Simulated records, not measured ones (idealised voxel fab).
The name of this process module is voxel air gaps.
Displayed cross-section: cut, width of 250 nm, square cells sized 5 nm.
This document writes a cross-section as a grid whose cells are square, and gives it as bands, listed from the top down; one or more rows of cells form a band.
Per band: top height and bottom height in nm, followed by the left-to-right materials and their widths in nm; "full width" marks a single material spanning edge to edge, "air" marks empty space.
Heads up on the height convention: 0 is the point under which the incoming wafer is all one material, and the lowest band has no bottom, it just keeps going down, like "z 0 and below".
Read "30..40" as a graded width: first number on top, second number at the bottom, same change between each pair of neighbouring rows.
"remains unaltered", as given for a step, is the statement that not any cell of the cross-section underwent a change during that step.
So "Voids, fully enclosed" is basically the list of trapped voids: any empty space of 8 cells or more that can't reach the top through an opening. They're written width x height at distance, the distance being from the left edge, and it's all nm.
On a step's line, text after the settings is the simulator commenting on that step.
Regarding "overlay nm": on a step with a mask, it is the distance the mask lay to the right of its planned place; a negative value places it to the left.
## Steps planned for the process
1. RECEIVE: material Si
2. CONFORMAL_DEP: material SiO2, thk nm 10
3. CONFORMAL_DEP: material SiN, thk nm 5
4. DIRECTIONAL_DEP: material SiO2, thk nm 35
5. DIRECTIONAL_DEP: material aC, thk nm 10
6. PATTERN: tone open, mask id LINES, material resist, width nm 15, pitch nm 45, thk nm 25, overlay nm -15
7. DIRECTIONAL_ETCH: etch materials aC, depth nm 10
8. STRIP: etch materials resist
9. DIRECTIONAL_ETCH: etch materials SiO2, depth nm 35
10. STRIP: etch materials aC
11. CONFORMAL_DEP: material TiN, thk nm 5
12. FILL_DEP: material W, thk nm 5
13. CMP: height nm 50
14. EPI: material Ru, thk nm 10
15. SELECTIVE_ETCH: etch materials SiO2, depth nm 45
16. CONFORMAL_DEP: material SiN, thk nm 5
All wafers enter the flow in the same state. The overlay nm at step 6 differs from wafer to wafer, and the plan gives the value for the first wafer.
## The first of several wafers as received, shown in cross-section; this is its state after step 1
z 0 and below = Si full width
Voids, fully enclosed: none
## Here's the first of several wafers in cross-section, end of the module, after the last step, step 16
z 65 to 60 = 40 air, 135 SiN, 75 air
z 60 to 50 = 40 air, 5 SiN, 35 Ru, 10 SiN, 35 Ru, 10 SiN, 35 Ru, 5 SiN, 75 air
z 50 to 45 = 40 air, 15 SiN, 5 TiN, 5 W, 5 TiN, 30 SiN, 5 TiN, 5 W, 5 TiN, 30 SiN, 5 TiN, 5 W, 5 TiN, 15 SiN, 75 air
z 45 to 20 = 50 air, 5 SiN, 5 TiN, 5 W, 5 TiN, 5 SiN, 20 air, 5 SiN, 5 TiN, 5 W, 5 TiN, 5 SiN, 20 air, 5 SiN, 5 TiN, 5 W, 5 TiN, 5 SiN, 85 air
z 20 to 15 = 55 SiN, 15 TiN, 30 SiN, 15 TiN, 30 SiN, 15 TiN, 90 SiN
z 15 to 10 = SiN full width
z 10 to 0 = SiO2 full width
z 0 and below = Si full width
Voids, fully enclosed: 20 x 25 at 75; 20 x 25 at 120
## The last wafer as seen in cross-section at the end of the module
z 65 to 60 = 70 air, 135 SiN, 45 air
z 60 to 50 = 70 air, 5 SiN, 35 Ru, 10 SiN, 35 Ru, 10 SiN, 35 Ru, 5 SiN, 45 air
z 50 to 45 = 70 air, 15 SiN, 5 TiN, 5 W, 5 TiN, 30 SiN, 5 TiN, 5 W, 5 TiN, 30 SiN, 5 TiN, 5 W, 5 TiN, 15 SiN, 45 air
z 45 to 20 = 80 air, 5 SiN, 5 TiN, 5 W, 5 TiN, 5 SiN, 20 air, 5 SiN, 5 TiN, 5 W, 5 TiN, 5 SiN, 20 air, 5 SiN, 5 TiN, 5 W, 5 TiN, 5 SiN, 55 air
z 20 to 15 = 85 SiN, 15 TiN, 30 SiN, 15 TiN, 30 SiN, 15 TiN, 60 SiN
z 15 to 10 = SiN full width
z 10 to 0 = SiO2 full width
z 0 and below = Si full width
Voids, fully enclosed: 20 x 25 at 105; 20 x 25 at 150
## What follows is a table in which each wafer occupies a row; for the wafer as it stands at the close of the module, the row states, material by material, how many cells have been gained (+) or lost (-) since receipt, and then gives its closed voids
overlay nm -15; +42 Ru; +178 SiN; +100 SiO2; +45 TiN; +18 W; Voids, fully enclosed: 20 x 25 at 75; 20 x 25 at 120
overlay nm -10; +42 Ru; +178 SiN; +100 SiO2; +45 TiN; +18 W; Voids, fully enclosed: 20 x 25 at 80; 20 x 25 at 125
overlay nm -5; +42 Ru; +178 SiN; +100 SiO2; +45 TiN; +18 W; Voids, fully enclosed: 20 x 25 at 85; 20 x 25 at 130
overlay nm 0; +42 Ru; +178 SiN; +100 SiO2; +45 TiN; +18 W; Voids, fully enclosed: 20 x 25 at 90; 20 x 25 at 135
overlay nm 5; +42 Ru; +178 SiN; +100 SiO2; +45 TiN; +18 W; Voids, fully enclosed: 20 x 25 at 95; 20 x 25 at 140
overlay nm 10; +42 Ru; +178 SiN; +100 SiO2; +45 TiN; +18 W; Voids, fully enclosed: 20 x 25 at 100; 20 x 25 at 145
overlay nm 15; +42 Ru; +178 SiN; +100 SiO2; +45 TiN; +18 W; Voids, fully enclosed: 20 x 25 at 105; 20 x 25 at 150
